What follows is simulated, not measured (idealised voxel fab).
Module name: voxel tone inversion (process module)
Section cut is 210 nm wide and gridded with 5 nm square cells.
The cross-sections in this document take the form of a grid made of square cells. They are written out as bands, in order from top to bottom. Each band consists of one or more rows of cells. A band entry consists of two parts. The first gives the height of the band's top and the height of its bottom, in nm. The rest lists the band's materials from left to right, each with its width in nm. A single material labelled with the word "full width" fills the band from edge to edge, and the word "air" marks empty space. Heights are expressed relative to 0, this being the level below which the as-received wafer comprises one material exclusively. The lowest band is unbounded in the downward direction and is denoted as in "0 and below". Quick explanation for "30..40": the width changes in equal steps down the rows of cells, from the first number in the band's top row to the second number in its bottom row. For the purposes of this document, the phrase "same as before" attached to a step denotes that no cell within the cross-section was modified by that step. "Enclosed internal voids" means: voids of 8 cells or more that are shut off from the top with no open way through. Written width x height at distance, distance from the left edge, in nm. Heads up: the bit after the settings on a step's line is the simulator's remark on that step. "overlay nm" answers the question of how far to the right of plan the mask lay on a step that has a mask, and when it is negative the answer is to the left.

[Process steps foreseen in the plan]
| 1 | RECEIVE, material Si |
| 2 | CONFORMAL_DEP, material SiCN, thk nm 5 |
| 3 | DIRECTIONAL_DEP, material aC, thk nm 20 |
| 4 | PATTERN, tone cover, mask id POSTS, material resist, width nm 15, pitch nm 45, thk nm 30, overlay nm 0 |
| 5 | DIRECTIONAL_ETCH, etch materials aC, depth nm 20 |
| 6 | STRIP, etch materials resist |
| 7 | FILL_DEP, material SiO2, thk nm 5 |
| 8 | CMP, height nm 25 |
| 9 | STRIP, etch materials aC |
The plan's step 4 width nm is the first wafer's value; the wafers differ in this setting and start identical.

[Cross-section, first of several wafers, as delivered after step 1]
- 0 and below = Si full width
- Enclosed internal voids: none

[first wafer at the end, after step 9]
- 25 down to 5 = SiO2 75, then air 15, then SiO2 30, then air 15, then SiO2 75
- 5 down to 0 = SiCN full width
- 0 and below = Si full width
- Enclosed internal voids: none

[Last wafer, end of module, cross-section]
- 25 down to 5 = SiO2 70, then air 30, then SiO2 15, then air 30, then SiO2 65
- 5 down to 0 = SiCN full width
- 0 and below = Si full width
- Enclosed internal voids: none

[The rows of the table below are wafers. Looking at the end of the module, a row counts, for every material, the cells the wafer has gained, shown as (+), or lost, shown as (-), since it was received; its closed voids come next]
width nm 15; +42 SiCN; +144 SiO2; Enclosed internal voids: none
width nm 20; +42 SiCN; +136 SiO2; Enclosed internal voids: none
width nm 25; +42 SiCN; +128 SiO2; Enclosed internal voids: none
width nm 30; +42 SiCN; +120 SiO2; Enclosed internal voids: none
